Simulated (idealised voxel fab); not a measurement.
Process module name: voxel wiring stack
Square cells of 5 nm make up the cross-section cut, whose width is 170 nm.
Format of a cross-section: grid, square cells. Given as bands. Order: top down. Band: one or more rows of cells.
Read a band's entry like this: the first values are the height of its top and the height of its bottom in nm, and what follows is the sequence of materials from left to right, each with its width in nm. Note that "blank" is empty space, and that a single material marked "all across" reaches across the band from edge to edge.
All heights in this document are referenced to 0, defined as the level beneath which the wafer, as received, consists entirely of one material. The lowest band is not bounded below; it extends indefinitely downward and is written in the form "0 down".
When a width is written as two numbers, as in "30 to 40", the first number is the width in the top row of cells of the band and the second is the width in its bottom row, and the width changes by the same amount from each row to the next.
You'll sometimes find "nothing was modified" written for a step, and that's the way of saying that nowhere in the cross-section did a cell change during that step.
If an empty space has no open way to the top and is at least 8 cells in size, "closed voids" lists it, written width x height at distance, where distance is measured from the left edge and every value is in nm.
Post-settings text on a step line: simulator's own remark regarding the step.
"overlay nm" answers the question of how far to the right of plan the mask lay on a step that has a mask, and when it is negative the answer is to the left.
Heads up before you read on: it's before/after pairs around one process step each, after side only down to the lowest band that changed, step plus settings under the pair. Pairs can be from different runs of this module, same starting wafer, so only chain a pair onto the one above if its "Before the process" entry says so.

Before the process
* 70 to 55 | lowk (20) / blank (20) / lowk (15) / blank (20) / lowk (15) / blank (20) / lowk (15) / blank (20) / lowk (25)
* 55 to 50 | SiN (20) / blank (20) / SiN (15) / blank (20) / SiN (15) / blank (20) / SiN (15) / blank (20) / SiN (25)
* 50 to 40 | SiO2 (20) / Ru (15) / SiO2 (20) / Ru (15) / SiO2 (20) / Ru (15) / SiO2 (20) / Ru (15) / SiO2 (30)
* 40 to 35 | SiCN (20) / Ru (15) / SiCN (20) / Ru (15) / SiCN (20) / Ru (15) / SiCN (20) / Ru (15) / SiCN (30)
* 35 to 25 | Ru all across
* 25 to 20 | TiN (25) / Ru (10) / TiN (25) / Ru (10) / TiN (25) / Ru (10) / TiN (25) / Ru (10) / TiN (30)
* 20 to 5 | lowk (20) / TiN (5) / Ru (10) / TiN (5) / lowk (15) / TiN (5) / Ru (10) / TiN (5) / lowk (15) / TiN (5) / Ru (10) / TiN (5) / lowk (15) / TiN (5) / Ru (10) / TiN (5) / lowk (25)
* 5 to 0 | SiN (20) / TiN (20) / SiN (15) / TiN (20) / SiN (15) / TiN (20) / SiN (15) / TiN (20) / SiN (25)
* 0 down | Si all across
* closed voids: none

Cross-Section After Step
* 75 to 70 | TiN (25) / blank (10) / TiN (25) / blank (10) / TiN (25) / blank (10) / TiN (25) / blank (10) / TiN (30)
* 70 to 55 | lowk (20) / TiN (5) / blank (10) / TiN (5) / lowk (15) / TiN (5) / blank (10) / TiN (5) / lowk (15) / TiN (5) / blank (10) / TiN (5) / lowk (15) / TiN (5) / blank (10) / TiN (5) / lowk (25)
* 55 to 50 | SiN (20) / TiN (20) / SiN (15) / TiN (20) / SiN (15) / TiN (20) / SiN (15) / TiN (20) / SiN (25)
* below 50: unchanged
* closed voids: none
Before/after cross-sections above; step in between: CONFORMAL_DEP: material TiN, thk nm 5

Before the process: refer to the pair immediately above; the cross-section shown after its step is the state before this one.

Cross-Section After Step
* 80 to 75 | W all across
* 75 to 70 | TiN (25) / W (10) / TiN (25) / W (10) / TiN (25) / W (10) / TiN (25) / W (10) / TiN (30)
* 70 to 55 | lowk (20) / TiN (5) / W (10) / TiN (5) / lowk (15) / TiN (5) / W (10) / TiN (5) / lowk (15) / TiN (5) / W (10) / TiN (5) / lowk (15) / TiN (5) / W (10) / TiN (5) / lowk (25)
* below 55: unchanged
* closed voids: none
Before/after cross-sections above; step in between: FILL_DEP: material W, thk nm 5

Before the process: refer to the pair immediately above; the cross-section shown after its step is the state before this one.

Cross-Section After Step
* 70 to 55 | lowk (20) / TiN (5) / W (10) / TiN (5) / lowk (15) / TiN (5) / W (10) / TiN (5) / lowk (15) / TiN (5) / W (10) / TiN (5) / lowk (15) / TiN (5) / W (10) / TiN (5) / lowk (25)
* below 55: unchanged
* closed voids: none
Before/after cross-sections above; step in between: CMP: height nm 70

Before the process: refer to the pair immediately above; the cross-section shown after its step is the state before this one.

Cross-Section After Step
* 75 to 70 | blank (15) / Ru (30) / blank (5) / Ru (30) / blank (5) / Ru (30) / blank (5) / Ru (30) / blank (20)
* below 70: unchanged
* closed voids: none
Before/after cross-sections above; step in between: EPI: material Ru, thk nm 5

Before the process: refer to the pair immediately above; the cross-section shown after its step is the state before this one.

Cross-Section After Step
* 80 to 75 | SiCN all across
* 75 to 70 | SiCN (15) / Ru (30) / SiCN (5) / Ru (30) / SiCN (5) / Ru (30) / SiCN (5) / Ru (30) / SiCN (20)
* below 70: unchanged
* closed voids: none
Before/after cross-sections above; step in between: FILL_DEP: material SiCN, thk nm 5

Before the process: refer to the pair immediately above; the cross-section shown after its step is the state before this one.

Cross-Section After Step
* 110 to 80 | SiO2 all across
* below 80: unchanged
* closed voids: none
Before/after cross-sections above; step in between: DIRECTIONAL_DEP: material SiO2, thk nm 30

Before the process: refer to the pair immediately above; the cross-section shown after its step is the state before this one.

Cross-Section After Step
* 110 to 95 | SiO2 (20) / blank (20) / SiO2 (15) / blank (20) / SiO2 (15) / blank (20) / SiO2 (15) / blank (20) / SiO2 (25)
* below 95: unchanged
* closed voids: none
Before/after cross-sections above; step in between: MASKED_ETCH: tone open, mask id METAL_3, width nm 20, pitch nm 35, etch materials SiO2, depth nm 15, overlay nm 0

Before the process: refer to the pair immediately above; the cross-section shown after its step is the state before this one.

Cross-Section After Step
* 125 to 110 | resist (20) / blank (15) / resist (20) / blank (15) / resist (20) / blank (15) / resist (20) / blank (15) / resist (30)
* 110 to 95 | SiO2 (20) / blank (15) / resist (5) / SiO2 (15) / blank (15) / resist (5) / SiO2 (15) / blank (15) / resist (5) / SiO2 (15) / blank (15) / resist (5) / SiO2 (25)
* below 95: unchanged
* closed voids: none
Before/after cross-sections above; step in between: PATTERN: tone open, mask id METAL_3_HOLES, material resist, width nm 15, pitch nm 35, thk nm 15, overlay nm 0

Before the process: refer to the pair immediately above; the cross-section shown after its step is the state before this one.

Cross-Section After Step
* 125 to 110 | resist (20) / blank (15) / resist (20) / blank (15) / resist (20) / blank (15) / resist (20) / blank (15) / resist (30)
* 110 to 95 | SiO2 (20) / blank (15) / resist (5) / SiO2 (15) / blank (15) / resist (5) / SiO2 (15) / blank (15) / resist (5) / SiO2 (15) / blank (15) / resist (5) / SiO2 (25)
* 95 to 80 | SiO2 (20) / blank (15) / SiO2 (20) / blank (15) / SiO2 (20) / blank (15) / SiO2 (20) / blank (15) / SiO2 (30)
* below 80: unchanged
* closed voids: none
Before/after cross-sections above; step in between: DIRECTIONAL_ETCH: etch materials SiO2, depth nm 15

Before the process: refer to the pair immediately above; the cross-section shown after its step is the state before this one.

Cross-Section After Step
* 125 to 110 | resist (20) / blank (15) / resist (20) / blank (15) / resist (20) / blank (15) / resist (20) / blank (15) / resist (30)
* 110 to 95 | SiO2 (20) / blank (15) / resist (5) / SiO2 (15) / blank (15) / resist (5) / SiO2 (15) / blank (15) / resist (5) / SiO2 (15) / blank (15) / resist (5) / SiO2 (25)
* 95 to 80 | SiO2 (20) / blank (15) / SiO2 (20) / blank (15) / SiO2 (20) / blank (15) / SiO2 (20) / blank (15) / SiO2 (30)
* 80 to 75 | SiCN (20) / blank (15) / SiCN (20) / blank (15) / SiCN (20) / blank (15) / SiCN (20) / blank (15) / SiCN (30)
* below 75: unchanged
* closed voids: none
Before/after cross-sections above; step in between: DIRECTIONAL_ETCH: etch materials SiCN, depth nm 5

Before the process: refer to the pair immediately above; the cross-section shown after its step is the state before this one.

Cross-Section After Step
* 110 to 95 | SiO2 (20) / blank (20) / SiO2 (15) / blank (20) / SiO2 (15) / blank (20) / SiO2 (15) / blank (20) / SiO2 (25)
* below 95: unchanged
* closed voids: none
Before/after cross-sections above; step in between: STRIP: etch materials resist

Before the process: refer to the pair immediately above; the cross-section shown after its step is the state before this one.

Cross-Section After Step
* 115 to 110 | TiN (25) / blank (10) / TiN (25) / blank (10) / TiN (25) / blank (10) / TiN (25) / blank (10) / TiN (30)
* 110 to 100 | SiO2 (20) / TiN (5) / blank (10) / TiN (5) / SiO2 (15) / TiN (5) / blank (10) / TiN (5) / SiO2 (15) / TiN (5) / blank (10) / TiN (5) / SiO2 (15) / TiN (5) / blank (10) / TiN (5) / SiO2 (25)
* 100 to 95 | SiO2 (20) / TiN (5) / blank (5) / TiN (10) / SiO2 (15) / TiN (5) / blank (5) / TiN (10) / SiO2 (15) / TiN (5) / blank (5) / TiN (10) / SiO2 (15) / TiN (5) / blank (5) / TiN (10) / SiO2 (25)
* 95 to 80 | SiO2 (20) / TiN (5) / blank (5) / TiN (5) / SiO2 (20) / TiN (5) / blank (5) / TiN (5) / SiO2 (20) / TiN (5) / blank (5) / TiN (5) / SiO2 (20) / TiN (5) / blank (5) / TiN (5) / SiO2 (30)
* 80 to 75 | SiCN (20) / TiN (15) / SiCN (20) / TiN (15) / SiCN (20) / TiN (15) / SiCN (20) / TiN (15) / SiCN (30)
* below 75: unchanged
* closed voids: none
Before/after cross-sections above; step in between: CONFORMAL_DEP: material TiN, thk nm 5

Before the process: refer to the pair immediately above; the cross-section shown after its step is the state before this one.

Cross-Section After Step
* 125 to 115 | Ru all across
* 115 to 110 | TiN (25) / Ru (10) / TiN (25) / Ru (10) / TiN (25) / Ru (10) / TiN (25) / Ru (10) / TiN (30)
* 110 to 100 | SiO2 (20) / TiN (5) / Ru (10) / TiN (5) / SiO2 (15) / TiN (5) / Ru (10) / TiN (5) / SiO2 (15) / TiN (5) / Ru (10) / TiN (5) / SiO2 (15) / TiN (5) / Ru (10) / TiN (5) / SiO2 (25)
* 100 to 95 | SiO2 (20) / TiN (5) / Ru (5) / TiN (10) / SiO2 (15) / TiN (5) / Ru (5) / TiN (10) / SiO2 (15) / TiN (5) / Ru (5) / TiN (10) / SiO2 (15) / TiN (5) / Ru (5) / TiN (10) / SiO2 (25)
* 95 to 80 | SiO2 (20) / TiN (5) / Ru (5) / TiN (5) / SiO2 (20) / TiN (5) / Ru (5) / TiN (5) / SiO2 (20) / TiN (5) / Ru (5) / TiN (5) / SiO2 (20) / TiN (5) / Ru (5) / TiN (5) / SiO2 (30)
* below 80: unchanged
* closed voids: none
Before/after cross-sections above; step in between: FILL_DEP: material Ru, thk nm 10

Before the process: refer to the pair immediately above; the cross-section shown after its step is the state before this one.

Cross-Section After Step
* 110 to 100 | SiO2 (20) / TiN (5) / Ru (10) / TiN (5) / SiO2 (15) / TiN (5) / Ru (10) / TiN (5) / SiO2 (15) / TiN (5) / Ru (10) / TiN (5) / SiO2 (15) / TiN (5) / Ru (10) / TiN (5) / SiO2 (25)
* below 100: unchanged
* closed voids: none
Before/after cross-sections above; step in between: CMP: height nm 110

Before the process: refer to the pair immediately above; the cross-section shown after its step is the state before this one.

Cross-Section After Step
* 115 to 110 | SiN all across
* below 110: unchanged
* closed voids: none
Before/after cross-sections above; step in between: CONFORMAL_DEP: material SiN, thk nm 5

Before the process
* 110 to 95 | SiO2 (20) / blank (20) / SiO2 (15) / blank (20) / SiO2 (15) / blank (20) / SiO2 (15) / blank (20) / SiO2 (25)
* 95 to 80 | SiO2 all across
* 80 to 75 | SiCN all across
* 75 to 70 | SiCN (15) / Ru (30) / SiCN (5) / Ru (30) / SiCN (5) / Ru (30) / SiCN (5) / Ru (30) / SiCN (20)
* 70 to 55 | lowk (20) / TiN (5) / W (10) / TiN (5) / lowk (15) / TiN (5) / W (10) / TiN (5) / lowk (15) / TiN (5) / W (10) / TiN (5) / lowk (15) / TiN (5) / W (10) / TiN (5) / lowk (25)
* 55 to 50 | SiN (20) / TiN (20) / SiN (15) / TiN (20) / SiN (15) / TiN (20) / SiN (15) / TiN (20) / SiN (25)
* 50 to 40 | SiO2 (20) / Ru (15) / SiO2 (20) / Ru (15) / SiO2 (20) / Ru (15) / SiO2 (20) / Ru (15) / SiO2 (30)
* 40 to 30 | SiCN (20 to 15) / Ru (15 to 30) / SiCN (20 to 5) / Ru (15 to 30) / SiCN (20 to 5) / Ru (15 to 30) / SiCN (20 to 5) / Ru (15 to 30) / SiCN (30 to 20)
* 30 to 15 | lowk (20) / TiN (5) / Ru (10) / TiN (5) / lowk (15) / TiN (5) / Ru (10) / TiN (5) / lowk (15) / TiN (5) / Ru (10) / TiN (5) / lowk (15) / TiN (5) / Ru (10) / TiN (5) / lowk (25)
* 15 to 10 | SiN (20) / TiN (20) / SiN (15) / TiN (20) / SiN (15) / TiN (20) / SiN (15) / TiN (20) / SiN (25)
* 10 to 0 | SiO2 all across
* 0 down | Si all across
* closed voids: none

Cross-Section After Step
* 110 to 80 | SiO2 (20) / blank (20) / SiO2 (15) / blank (20) / SiO2 (15) / blank (20) / SiO2 (15) / blank (20) / SiO2 (25)
* below 80: unchanged
* closed voids: none
Before/after cross-sections above; step in between: MASKED_ETCH: tone open, mask id METAL_3, width nm 20, pitch nm 35, etch materials SiO2, depth nm 15, overlay nm 0

Before the process: refer to the pair immediately above; the cross-section shown after its step is the state before this one.

Cross-Section After Step
* 125 to 110 | resist (20) / blank (15) / resist (20) / blank (15) / resist (20) / blank (15) / resist (20) / blank (15) / resist (30)
* 110 to 80 | SiO2 (20) / blank (15) / resist (5) / SiO2 (15) / blank (15) / resist (5) / SiO2 (15) / blank (15) / resist (5) / SiO2 (15) / blank (15) / resist (5) / SiO2 (25)
* below 80: unchanged
* closed voids: none
Before/after cross-sections above; step in between: PATTERN: tone open, mask id METAL_3_HOLES, material resist, width nm 15, pitch nm 35, thk nm 15, overlay nm 0

Before the process: refer to the pair immediately above; the cross-section shown after its step is the state before this one.

Cross-Section After Step
* 125 to 110 | resist (20) / blank (15) / resist (20) / blank (15) / resist (20) / blank (15) / resist (20) / blank (15) / resist (30)
* 110 to 80 | SiO2 (20) / blank (15) / resist (5) / SiO2 (15) / blank (15) / resist (5) / SiO2 (15) / blank (15) / resist (5) / SiO2 (15) / blank (15) / resist (5) / SiO2 (25)
* 80 to 75 | SiCN (20) / blank (15) / SiCN (20) / blank (15) / SiCN (20) / blank (15) / SiCN (20) / blank (15) / SiCN (30)
* below 75: unchanged
* closed voids: none
Before/after cross-sections above; step in between: DIRECTIONAL_ETCH: etch materials SiCN, depth nm 5

Before the process: refer to the pair immediately above; the cross-section shown after its step is the state before this one.

Cross-Section After Step
* 110 to 80 | SiO2 (20) / blank (20) / SiO2 (15) / blank (20) / SiO2 (15) / blank (20) / SiO2 (15) / blank (20) / SiO2 (25)
* below 80: unchanged
* closed voids: none
Before/after cross-sections above; step in between: STRIP: etch materials resist

Before the process: refer to the pair immediately above; the cross-section shown after its step is the state before this one.

Cross-Section After Step
* 115 to 110 | TiN (25) / blank (10) / TiN (25) / blank (10) / TiN (25) / blank (10) / TiN (25) / blank (10) / TiN (30)
* 110 to 85 | SiO2 (20) / TiN (5) / blank (10) / TiN (5) / SiO2 (15) / TiN (5) / blank (10) / TiN (5) / SiO2 (15) / TiN (5) / blank (10) / TiN (5) / SiO2 (15) / TiN (5) / blank (10) / TiN (5) / SiO2 (25)
* 85 to 80 | SiO2 (20) / TiN (5) / blank (5) / TiN (10) / SiO2 (15) / TiN (5) / blank (5) / TiN (10) / SiO2 (15) / TiN (5) / blank (5) / TiN (10) / SiO2 (15) / TiN (5) / blank (5) / TiN (10) / SiO2 (25)
* 80 to 75 | SiCN (20) / TiN (15) / SiCN (20) / TiN (15) / SiCN (20) / TiN (15) / SiCN (20) / TiN (15) / SiCN (30)
* below 75: unchanged
* closed voids: none
Before/after cross-sections above; step in between: CONFORMAL_DEP: material TiN, thk nm 5

Before the process: refer to the pair immediately above; the cross-section shown after its step is the state before this one.

Cross-Section After Step
* 125 to 115 | Ru all across
* 115 to 110 | TiN (25) / Ru (10) / TiN (25) / Ru (10) / TiN (25) / Ru (10) / TiN (25) / Ru (10) / TiN (30)
* 110 to 85 | SiO2 (20) / TiN (5) / Ru (10) / TiN (5) / SiO2 (15) / TiN (5) / Ru (10) / TiN (5) / SiO2 (15) / TiN (5) / Ru (10) / TiN (5) / SiO2 (15) / TiN (5) / Ru (10) / TiN (5) / SiO2 (25)
* 85 to 80 | SiO2 (20) / TiN (5) / Ru (5) / TiN (10) / SiO2 (15) / TiN (5) / Ru (5) / TiN (10) / SiO2 (15) / TiN (5) / Ru (5) / TiN (10) / SiO2 (15) / TiN (5) / Ru (5) / TiN (10) / SiO2 (25)
* below 80: unchanged
* closed voids: none
Before/after cross-sections above; step in between: FILL_DEP: material Ru, thk nm 10

Before the process: refer to the pair immediately above; the cross-section shown after its step is the state before this one.

Cross-Section After Step
* 110 to 85 | SiO2 (20) / TiN (5) / Ru (10) / TiN (5) / SiO2 (15) / TiN (5) / Ru (10) / TiN (5) / SiO2 (15) / TiN (5) / Ru (10) / TiN (5) / SiO2 (15) / TiN (5) / Ru (10) / TiN (5) / SiO2 (25)
* below 85: unchanged
* closed voids: none
Before/after cross-sections above; step in between: CMP: height nm 110

Before the process: refer to the pair immediately above; the cross-section shown after its step is the state before this one.

Cross-Section After Step
* 115 to 110 | SiN all across
* below 110: unchanged
* closed voids: none
Before/after cross-sections above; step in between: CONFORMAL_DEP: material SiN, thk nm 5

Before the process
* 75 to 70 | blank (15) / Ru (30) / blank (5) / Ru (30) / blank (5) / Ru (30) / blank (5) / Ru (30) / blank (20)
* 70 to 55 | lowk (20) / TiN (5) / W (10) / TiN (5) / lowk (15) / TiN (5) / W (10) / TiN (5) / lowk (15) / TiN (5) / W (10) / TiN (5) / lowk (15) / TiN (5) / W (10) / TiN (5) / lowk (25)
* 55 to 50 | SiN (20) / TiN (20) / SiN (15) / TiN (20) / SiN (15) / TiN (20) / SiN (15) / TiN (20) / SiN (25)
* 50 to 40 | SiO2 (20) / Ru (15) / SiO2 (20) / Ru (15) / SiO2 (20) / Ru (15) / SiO2 (20) / Ru (15) / SiO2 (30)
* 40 to 30 | SiCN (20 to 15) / Ru (15 to 30) / SiCN (20 to 5) / Ru (15 to 30) / SiCN (20 to 5) / Ru (15 to 30) / SiCN (20 to 5) / Ru (15 to 30) / SiCN (30 to 20)
* 30 to 15 | lowk (20) / TiN (5) / Ru (10) / TiN (5) / lowk (15) / TiN (5) / Ru (10) / TiN (5) / lowk (15) / TiN (5) / Ru (10) / TiN (5) / lowk (15) / TiN (5) / Ru (10) / TiN (5) / lowk (25)
* 15 to 10 | SiN (20) / TiN (20) / SiN (15) / TiN (20) / SiN (15) / TiN (20) / SiN (15) / TiN (20) / SiN (25)
* 10 to 0 | SiO2 all across
* 0 down | Si all across
* closed voids: none

Cross-Section After Step
* 105 to 100 | blank (15) / SiO2 (30) / blank (5) / SiO2 (30) / blank (5) / SiO2 (30) / blank (5) / SiO2 (30) / blank (20)
* 100 to 75 | SiO2 all across
* 75 to 70 | SiO2 (15) / Ru (30) / SiO2 (5) / Ru (30) / SiO2 (5) / Ru (30) / SiO2 (5) / Ru (30) / SiO2 (20)
* below 70: unchanged
* closed voids: none
Before/after cross-sections above; step in between: DIRECTIONAL_DEP: material SiO2, thk nm 30

Before the process: refer to the pair immediately above; the cross-section shown after its step is the state before this one.

Cross-Section After Step
* 110 to 105 | SiCN all across
* 105 to 100 | SiCN (15) / SiO2 (30) / SiCN (5) / SiO2 (30) / SiCN (5) / SiO2 (30) / SiCN (5) / SiO2 (30) / SiCN (20)
* below 100: unchanged
* closed voids: none
Before/after cross-sections above; step in between: FILL_DEP: material SiCN, thk nm 5

Before the process: refer to the pair immediately above; the cross-section shown after its step is the state before this one.

Cross-Section After Step
* 125 to 110 | resist (20) / blank (15) / resist (20) / blank (15) / resist (20) / blank (15) / resist (20) / blank (15) / resist (30)
* below 110: unchanged
* closed voids: none
Before/after cross-sections above; step in between: PATTERN: tone open, mask id METAL_3_HOLES, material resist, width nm 15, pitch nm 35, thk nm 15, overlay nm 0

Before the process: refer to the pair immediately above; the cross-section shown after its step is the state before this one.

Cross-Section After Step
* 125 to 110 | resist (20) / blank (15) / resist (20) / blank (15) / resist (20) / blank (15) / resist (20) / blank (15) / resist (30)
* 110 to 105 | SiCN (20) / blank (15) / SiCN (20) / blank (15) / SiCN (20) / blank (15) / SiCN (20) / blank (15) / SiCN (30)
* below 105: unchanged
* closed voids: none
Before/after cross-sections above; step in between: DIRECTIONAL_ETCH: etch materials SiCN, depth nm 5

Before the process: refer to the pair immediately above; the cross-section shown after its step is the state before this one.

Cross-Section After Step
* 110 to 105 | SiCN (20) / blank (15) / SiCN (20) / blank (15) / SiCN (20) / blank (15) / SiCN (20) / blank (15) / SiCN (30)
* below 105: unchanged
* closed voids: none
Before/after cross-sections above; step in between: STRIP: etch materials resist

Before the process: refer to the pair immediately above; the cross-section shown after its step is the state before this one.

Cross-Section After Step
* 115 to 110 | TiN (25) / blank (5) / TiN (30) / blank (5) / TiN (30) / blank (5) / TiN (30) / blank (5) / TiN (35)
* 110 to 105 | SiCN (20) / TiN (15) / SiCN (20) / TiN (15) / SiCN (20) / TiN (15) / SiCN (20) / TiN (15) / SiCN (30)
* below 105: unchanged
* closed voids: none
Before/after cross-sections above; step in between: CONFORMAL_DEP: material TiN, thk nm 5

Before the process: refer to the pair immediately above; the cross-section shown after its step is the state before this one.

Cross-Section After Step
* 125 to 115 | Ru all across
* 115 to 110 | TiN (25) / Ru (5) / TiN (30) / Ru (5) / TiN (30) / Ru (5) / TiN (30) / Ru (5) / TiN (35)
* below 110: unchanged
* closed voids: none
Before/after cross-sections above; step in between: FILL_DEP: material Ru, thk nm 10

Before the process: refer to the pair immediately above; the cross-section shown after its step is the state before this one.

Cross-Section After Step
* 110 to 105 | SiCN (20) / TiN (15) / SiCN (20) / TiN (15) / SiCN (20) / TiN (15) / SiCN (20) / TiN (15) / SiCN (30)
* below 105: unchanged
* closed voids: none
Before/after cross-sections above; step in between: CMP: height nm 110

Before the process: refer to the pair immediately above; the cross-section shown after its step is the state before this one.

Cross-Section After Step
* 115 to 110 | SiN all across
* below 110: unchanged
* closed voids: none
Before/after cross-sections above; step in between: CONFORMAL_DEP: material SiN, thk nm 5

Before the process
* 125 to 115 | Ru all across
* 115 to 110 | TiN (25) / Ru (10) / TiN (25) / Ru (10) / TiN (25) / Ru (10) / TiN (25) / Ru (10) / TiN (30)
* 110 to 100 | SiO2 (20) / TiN (5) / Ru (10) / TiN (5) / SiO2 (15) / TiN (5) / Ru (10) / TiN (5) / SiO2 (15) / TiN (5) / Ru (10) / TiN (5) / SiO2 (15) / TiN (5) / Ru (10) / TiN (5) / SiO2 (25)
* 100 to 95 | SiO2 (20) / TiN (5) / Ru (5) / TiN (10) / SiO2 (15) / TiN (5) / Ru (5) / TiN (10) / SiO2 (15) / TiN (5) / Ru (5) / TiN (10) / SiO2 (15) / TiN (5) / Ru (5) / TiN (10) / SiO2 (25)
* 95 to 80 | SiO2 (20) / TiN (5) / Ru (5) / TiN (5) / SiO2 (20) / TiN (5) / Ru (5) / TiN (5) / SiO2 (20) / TiN (5) / Ru (5) / TiN (5) / SiO2 (20) / TiN (5) / Ru (5) / TiN (5) / SiO2 (30)
* 80 to 75 | SiCN (20) / TiN (15) / SiCN (20) / TiN (15) / SiCN (20) / TiN (15) / SiCN (20) / TiN (15) / SiCN (30)
* 75 to 70 | SiCN (15) / Ru (30) / SiCN (5) / Ru (30) / SiCN (5) / Ru (30) / SiCN (5) / Ru (30) / SiCN (20)
* 70 to 55 | lowk (20) / TiN (5) / W (10) / TiN (5) / lowk (15) / TiN (5) / W (10) / TiN (5) / lowk (15) / TiN (5) / W (10) / TiN (5) / lowk (15) / TiN (5) / W (10) / TiN (5) / lowk (25)
* 55 to 50 | SiN (20) / TiN (20) / SiN (15) / TiN (20) / SiN (15) / TiN (20) / SiN (15) / TiN (20) / SiN (25)
* 50 to 40 | SiO2 (20) / Ru (15) / SiO2 (20) / Ru (15) / SiO2 (20) / Ru (15) / SiO2 (20) / Ru (15) / SiO2 (30)
* 40 to 30 | SiCN (20 to 15) / Ru (15 to 30) / SiCN (20 to 5) / Ru (15 to 30) / SiCN (20 to 5) / Ru (15 to 30) / SiCN (20 to 5) / Ru (15 to 30) / SiCN (30 to 20)
* 30 to 15 | lowk (20) / TiN (5) / Ru (10) / TiN (5) / lowk (15) / TiN (5) / Ru (10) / TiN (5) / lowk (15) / TiN (5) / Ru (10) / TiN (5) / lowk (15) / TiN (5) / Ru (10) / TiN (5) / lowk (25)
* 15 to 10 | SiN (20) / TiN (20) / SiN (15) / TiN (20) / SiN (15) / TiN (20) / SiN (15) / TiN (20) / SiN (25)
* 10 to 0 | SiO2 all across
* 0 down | Si all across
* closed voids: none

Cross-Section After Step
* 120 to 115 | Ru all across
* below 115: unchanged
* closed voids: none
Before/after cross-sections above; step in between: CMP: height nm 120

Before the process: refer to the pair immediately above; the cross-section shown after its step is the state before this one.

Cross-Section After Step
* 125 to 120 | SiN all across
* below 120: unchanged
* closed voids: none
Before/after cross-sections above; step in between: CONFORMAL_DEP: material SiN, thk nm 5

Before the process
* 65 to 50 | aC all across
* 50 to 40 | SiO2 all across
* 40 to 35 | SiCN all across
* 35 to 30 | SiCN (15) / Ru (30) / SiCN (5) / Ru (30) / SiCN (5) / Ru (30) / SiCN (5) / Ru (30) / SiCN (20)
* 30 to 15 | lowk (20) / TiN (5) / Ru (10) / TiN (5) / lowk (15) / TiN (5) / Ru (10) / TiN (5) / lowk (15) / TiN (5) / Ru (10) / TiN (5) / lowk (15) / TiN (5) / Ru (10) / TiN (5) / lowk (25)
* 15 to 10 | SiN (20) / TiN (20) / SiN (15) / TiN (20) / SiN (15) / TiN (20) / SiN (15) / TiN (20) / SiN (25)
* 10 to 0 | SiO2 all across
* 0 down | Si all across
* closed voids: none

Cross-Section After Step
* 100 to 65 | resist (20) / blank (20) / resist (15) / blank (20) / resist (15) / blank (20) / resist (15) / blank (20) / resist (25)
* below 65: unchanged
* closed voids: none
Before/after cross-sections above; step in between: PATTERN: tone open, mask id PLUG_1, material resist, width nm 20, pitch nm 35, thk nm 35, overlay nm 0

Before the process: refer to the pair immediately above; the cross-section shown after its step is the state before this one.

Cross-Section After Step
* 85 to 65 | resist (20) / blank (20) / resist (15) / blank (20) / resist (15) / blank (20) / resist (15) / blank (20) / resist (25)
* 65 to 50 | aC (20) / blank (20) / aC (15) / blank (20) / aC (15) / blank (20) / aC (15) / blank (20) / aC (25)
* below 50: unchanged
* closed voids: none
Before/after cross-sections above; step in between: DIRECTIONAL_ETCH: etch materials aC, depth nm 15

Before the process: refer to the pair immediately above; the cross-section shown after its step is the state before this one.

Cross-Section After Step
* 65 to 50 | aC (20) / blank (20) / aC (15) / blank (20) / aC (15) / blank (20) / aC (15) / blank (20) / aC (25)
* below 50: unchanged
* closed voids: none
Before/after cross-sections above; step in between: STRIP: etch materials resist

Before the process: refer to the pair immediately above; the cross-section shown after its step is the state before this one.

Cross-Section After Step
* 65 to 50 | aC (20) / blank (20) / aC (15) / blank (20) / aC (15) / blank (20) / aC (15) / blank (20) / aC (25)
* 50 to 40 | SiO2 (20) / blank (20) / SiO2 (15) / blank (20) / SiO2 (15) / blank (20) / SiO2 (15) / blank (20) / SiO2 (25)
* below 40: unchanged
* closed voids: none
Before/after cross-sections above; step in between: DIRECTIONAL_ETCH: etch materials SiO2, depth nm 10

Before the process: refer to the pair immediately above; the cross-section shown after its step is the state before this one.

Cross-Section After Step
* 65 to 50 | aC (20) / blank (20) / aC (15) / blank (20) / aC (15) / blank (20) / aC (15) / blank (20) / aC (25)
* 50 to 40 | SiO2 (20) / blank (20) / SiO2 (15) / blank (20) / SiO2 (15) / blank (20) / SiO2 (15) / blank (20) / SiO2 (25)
* 40 to 35 | SiCN (20) / blank (20) / SiCN (15) / blank (20) / SiCN (15) / blank (20) / SiCN (15) / blank (20) / SiCN (25)
* below 35: unchanged
* closed voids: none
Before/after cross-sections above; step in between: DIRECTIONAL_ETCH: etch materials SiCN, depth nm 5

Before the process: refer to the pair immediately above; the cross-section shown after its step is the state before this one.

Cross-Section After Step
* 50 to 40 | SiO2 (20) / blank (20) / SiO2 (15) / blank (20) / SiO2 (15) / blank (20) / SiO2 (15) / blank (20) / SiO2 (25)
* below 40: unchanged
* closed voids: none
Before/after cross-sections above; step in between: STRIP: etch materials aC

Before the process: refer to the pair immediately above; the cross-section shown after its step is the state before this one.

Cross-Section After Step
* 50 to 45 | SiO2 (20) / blank (20) / SiO2 (15) / blank (20) / SiO2 (15) / blank (20) / SiO2 (15) / blank (20) / SiO2 (25)
* 45 to 40 | SiO2 (20) / Ru (20) / SiO2 (15) / Ru (20) / SiO2 (15) / Ru (20) / SiO2 (15) / Ru (20) / SiO2 (25)
* 40 to 30 | SiCN (20 to 15) / Ru (20 to 30) / SiCN (15 to 5) / Ru (20 to 30) / SiCN (15 to 5) / Ru (20 to 30) / SiCN (15 to 5) / Ru (20 to 30) / SiCN (25 to 20)
* below 30: unchanged
* closed voids: none
Before/after cross-sections above; step in between: EPI: material Ru, thk nm 10

Before the process: refer to the pair immediately above; the cross-section shown after its step is the state before this one.

Cross-Section After Step
* 50 to 40 | SiO2 (20) / Ru (20) / SiO2 (15) / Ru (20) / SiO2 (15) / Ru (20) / SiO2 (15) / Ru (20) / SiO2 (25)
* below 40: unchanged
* closed voids: none
Before/after cross-sections above; step in between: EPI: material Ru, thk nm 5

Before the process: refer to the pair immediately above; the cross-section shown after its step is the state before this one.

Cross-Section After Step
* 55 to 50 | SiN all across
* below 50: unchanged
* closed voids: none
Before/after cross-sections above; step in between: CONFORMAL_DEP: material SiN, thk nm 5

Before the process: refer to the pair immediately above; the cross-section shown after its step is the state before this one.

Cross-Section After Step
* 70 to 55 | lowk all across
* below 55: unchanged
* closed voids: none
Before/after cross-sections above; step in between: DIRECTIONAL_DEP: material lowk, thk nm 15

Before the process: refer to the pair immediately above; the cross-section shown after its step is the state before this one.

Cross-Section After Step
* 70 to 55 | lowk (20) / blank (20) / lowk (15) / blank (20) / lowk (15) / blank (20) / lowk (15) / blank (20) / lowk (25)
* below 55: unchanged
* closed voids: none
Before/after cross-sections above; step in between: MASKED_ETCH: tone open, mask id METAL_2, width nm 20, pitch nm 35, etch materials lowk, depth nm 15, overlay nm 0
